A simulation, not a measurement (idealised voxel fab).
The following is a process module called voxel transistor to metal.
The width of the displayed cross-section, cut, is 140 nm; its cells are square, with a size of 5 nm.
Think of the cross-section as a grid of square cells. We describe it in bands, top to bottom, and each band covers one or more rows of those cells. Look at the band entry: it leads with the top's height and the bottom's height in nm. Then it lists the materials left to right, with a width in nm for each. The word "throughout" on a single material says that material fills the band edge to edge. The word "blank" is empty space. Heads up on the height convention: 0 is the point under which the incoming wafer is all one material, and the lowest band has no bottom, it just keeps going down, like "from 0 down". Width "30 to 40": first value at the band's top row of cells, second value at its bottom row, equal change from row to row. Basically "changes: none" means that step didn't change any cell in the cross-section. The list in "Unvented voids" covers empty spaces of 8 cells or more that cannot reach the top through any open way, and it gives each as width x height at distance; the distance is from the left edge, and width, height and distance are in nm. It should be noted that, on the line of a given step, the content following the step's settings is a remark produced by the simulator itself with respect to that step. overlay nm: how far to the right of its planned place the mask lay on this masked step (negative: to the left).
These are the steps we planned for the process
- 1: RECEIVE: material Si
- 2: CONFORMAL_DEP: material SiO2, thk nm 5
- 3: CONFORMAL_DEP: material SiN, thk nm 10
- 4: MASKED_ETCH: tone cover, mask id ACTIVE, width nm 110, etch materials SiN, depth nm 10, overlay nm 0
- 5: MASKED_ETCH: tone cover, mask id ACTIVE, width nm 110, etch materials SiO2, depth nm 5, overlay nm 0
- 6: MASKED_ETCH: tone cover, mask id ACTIVE, width nm 110, etch materials Si, depth nm 25, overlay nm 0
- 7: FILL_DEP: material SiO2, thk nm 10
- 8: CMP: height nm 15
- 9: SELECTIVE_ETCH: etch materials SiO2, depth nm 5
- 10: STRIP: etch materials SiN
- 11: SELECTIVE_ETCH: etch materials SiO2, depth nm 5
- 12: OXIDIZE: depth nm 5
- 13: DIRECTIONAL_DEP: material polySi, thk nm 20
- 14: DIRECTIONAL_DEP: material SiCN, thk nm 15
- 15: PATTERN: tone cover, mask id GATE, material resist, width nm 20, thk nm 15, overlay nm 0
- 16: DIRECTIONAL_ETCH: etch materials SiCN, depth nm 25
- 17: DIRECTIONAL_ETCH: etch materials polySi, depth nm 30
- 18: STRIP: etch materials resist
- 19: CONFORMAL_DEP: material SiN, thk nm 5
- 20: DIRECTIONAL_ETCH: etch materials SiN, depth nm 5
- 21: DIRECTIONAL_ETCH: etch materials SiO2, depth nm 5
- 22: DIRECTIONAL_ETCH: etch materials Si, depth nm 5
- 23: EPI: material pSi, thk nm 5
- 24: FILL_DEP: material SiO2, thk nm 10
- 25: CMP: height nm 35
- 26: DIRECTIONAL_DEP: material SiO2, thk nm 10
- 27: DIRECTIONAL_DEP: material aC, thk nm 15
- 28: PATTERN: tone open, mask id CONTACT, material resist, width nm 30, pitch nm 60, thk nm 35, overlay nm 0
- 29: DIRECTIONAL_ETCH: etch materials aC, depth nm 15
- 30: STRIP: etch materials resist
- 31: DIRECTIONAL_ETCH: etch materials SiO2, depth nm 50
- 32: STRIP: etch materials aC
- 33: CONFORMAL_DEP: material TiN, thk nm 5
- 34: FILL_DEP: material W, thk nm 5
- 35: CMP: height nm 45
- 36: DIRECTIONAL_DEP: material TiN, thk nm 5
- 37: DIRECTIONAL_DEP: material W, thk nm 20
- 38: MASKED_ETCH: tone cover, mask id METAL_1, width nm 15, pitch nm 75, etch materials W, depth nm 20, overlay nm 0
- 39: MASKED_ETCH: tone cover, mask id METAL_1, width nm 15, pitch nm 75, etch materials TiN, depth nm 5, overlay nm 0
- 40: CONFORMAL_DEP: material SiN, thk nm 5
- 41: FILL_DEP: material SiO2, thk nm 5
- 42: CMP: height nm 70
- 43: CONFORMAL_DEP: material SiCN, thk nm 5
So this is the incoming wafer in cross-section - it's already been through step 1
  from 0 down  Si throughout
  Unvented voids: none
Looking at the first of two wafers in cross-section at end of module - ran to plan
  from 75 to 70  SiCN throughout
  from 70 to 50  20 of SiO2 / 5 of SiN / 15 of W / 5 of SiN / 50 of SiO2 / 5 of SiN / 15 of W / 5 of SiN / 20 of SiO2
  from 50 to 45  25 of SiN / 15 of TiN / 60 of SiN / 15 of TiN / 25 of SiN
  from 45 to 35  25 of SiO2 / 5 of TiN / 20 of W / 5 of TiN / 30 of SiO2 / 5 of TiN / 20 of W / 5 of TiN / 25 of SiO2
  from 35 to 20  25 of SiO2 / 5 of TiN / 20 of W / 5 of TiN / 5 of SiN / 20 of SiCN / 5 of SiN / 5 of TiN / 20 of W / 5 of TiN / 25 of SiO2
  from 20 to 5  25 of SiO2 / 5 of TiN / 20 of W / 5 of TiN / 5 of SiN / 20 of polySi / 5 of SiN / 5 of TiN / 20 of W / 5 of TiN / 25 of SiO2
  from 5 to 0  10 of SiO2 / 5 of SiN / 10 of SiO2 / 5 of TiN / 15 of W / 10 of TiN / 5 of SiN / 20 of polySi / 5 of SiN / 10 of TiN / 15 of W / 5 of TiN / 10 of SiO2 / 5 of SiN / 10 of SiO2
  from 0 to -5  25 of SiO2 / 25 of TiN / 5 of pSi / 30 of SiO2 / 5 of pSi / 25 of TiN / 25 of SiO2
  from -5 to -10  15 of SiO2 / 40 of pSi / 30 of Si / 40 of pSi / 15 of SiO2
  from -10 to -25  15 of SiO2 / 110 of Si / 15 of SiO2
  from -25 down  Si throughout
  Unvented voids: none
Cross-sectional view: second of two wafers, end of module; start and plan identical to the first, one mistake in running
  from 75 to 70  SiCN throughout
  from 70 to 50  20 of SiO2 / 5 of SiN / 15 of W / 5 of SiN / 50 of SiO2 / 5 of SiN / 15 of W / 5 of SiN / 20 of SiO2
  from 50 to 45  25 of SiN / 15 of TiN / 60 of SiN / 15 of TiN / 25 of SiN
  from 45 to 35  25 of SiO2 / 5 of TiN / 20 of W / 5 of TiN / 30 of SiO2 / 5 of TiN / 20 of W / 5 of TiN / 25 of SiO2
  from 35 to 20  25 of SiO2 / 5 of TiN / 20 of W / 5 of TiN / 5 of SiN / 20 of SiCN / 5 of SiN / 5 of TiN / 20 of W / 5 of TiN / 25 of SiO2
  from 20 to 5  25 of SiO2 / 5 of TiN / 20 of W / 5 of TiN / 5 of SiN / 20 of polySi / 5 of SiN / 5 of TiN / 20 of W / 5 of TiN / 25 of SiO2
  from 5 to 0  5 of SiO2 / 5 of SiN / 15 of SiO2 / 5 of TiN / 15 of W / 10 of TiN / 5 of SiN / 20 of polySi / 5 of SiN / 10 of TiN / 15 of W / 5 of TiN / 15 of SiO2 / 5 of SiN / 5 of SiO2
  from 0 to -5  5 of SiO2 / 10 of SiN / 10 of SiO2 / 25 of TiN / 5 of pSi / 30 of SiO2 / 5 of pSi / 25 of TiN / 10 of SiO2 / 10 of SiN / 5 of SiO2
  from -5 to -10  20 of SiO2 / 35 of pSi / 30 of Si / 35 of pSi / 20 of SiO2
  from -10 to -25  15 of SiO2 / 110 of Si / 15 of SiO2
  from -25 down  Si throughout
  Unvented voids: none
Deviation noted in wafer processing: step 9 ran in the slot meant for step 10, and vice versa
Heads up, by the end the second wafer has more or fewer cells of some materials compared to the first: SiN: 4 more | SiO2: 2 fewer | pSi: 2 fewer
